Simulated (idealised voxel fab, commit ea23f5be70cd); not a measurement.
process module | voxel self aligned vias
cross-section cut | 210 nm wide | cells 5 nm
A cross-section is a grid of square cells, given in bands from the top down. A band is one or more rows of cells.
Each band's line starts with the height of the band's top and of its bottom, in nm. Then come its materials from left to right, each with its width in nm. One material with "throughout" fills the band from edge to edge. "air" is empty space.
Height 0 is the level under which the wafer as received is all one material. The lowest band goes on downwards, as in "0 down".
A width such as "30 to 40" changes by the same amount from each row of cells to the next, from the band's top row to its bottom row.
"no change" after a step means that no cell of the cross-section changed.
closed voids: empty space of 8 cells or more with no open way to the top, each as width x height at its distance from the left edge, in nm
after a step's settings: what the simulator itself notes on the step
overlay nm, on a step with a mask: how far to the right of its planned place the mask lay; to the left if negative
plan
1 op RECEIVE | material Si
2 op CONFORMAL_DEP | material SiO2 | thk nm 15
3 op CONFORMAL_DEP | material SiCN | thk nm 5
4 op DIRECTIONAL_DEP | material lowk | thk nm 25
5 op DIRECTIONAL_DEP | material aC | thk nm 15
6 op PATTERN | tone open | mask id LINES | material resist | width nm 20 | pitch nm 50 | thk nm 35 | overlay nm 0
7 op DIRECTIONAL_ETCH | etch materials aC | depth nm 15
8 op STRIP | etch materials resist
9 op DIRECTIONAL_ETCH | etch materials lowk | depth nm 25
10 op STRIP | etch materials aC
11 op CONFORMAL_DEP | material TiN | thk nm 5
12 op FILL_DEP | material W | thk nm 5
13 op CMP | height nm 45
14 op SELECTIVE_ETCH | etch materials W Ru TiN | depth nm 5
15 op FILL_DEP | material SiN | thk nm 10
16 op CMP | height nm 45
17 op DIRECTIONAL_DEP | material lowk | thk nm 20
18 op PATTERN | tone open | mask id VIAS | material resist | width nm 30 | thk nm 15 | overlay nm 0
19 op DIRECTIONAL_ETCH | etch materials lowk | depth nm 20
20 op DIRECTIONAL_ETCH | etch materials SiN | depth nm 5
21 op STRIP | etch materials resist
22 op CONFORMAL_DEP | material TiN | thk nm 5
23 op FILL_DEP | material Ru | thk nm 10
24 op CMP | height nm 65
25 op CONFORMAL_DEP | material SiCN | thk nm 5
as received, after step 1
  0 down: Si throughout
  closed voids: none
a wafer at the end: this start, this plan, one mistake
  70 to 65: SiCN throughout
  65 to 50: lowk 60 | TiN 5 | Ru 20 | TiN 5 | lowk 120
  50 to 45: lowk 60 | TiN 15 | Ru 10 | TiN 5 | lowk 120
  45 to 40: lowk 70 | TiN 20 | lowk 30 | SiN 20 | lowk 70
  40 to 25: lowk 70 | TiN 5 | W 10 | TiN 5 | lowk 30 | TiN 5 | W 10 | TiN 5 | lowk 70
  25 to 20: lowk 70 | TiN 20 | lowk 30 | TiN 20 | lowk 70
  20 to 15: SiCN throughout
  15 to 0: SiO2 throughout
  0 down: Si throughout
  closed voids: none
what went wrong: step 18 ran as: op PATTERN | tone open | mask id VIAS | material resist | width nm 30 | thk nm 15 | overlay nm -5
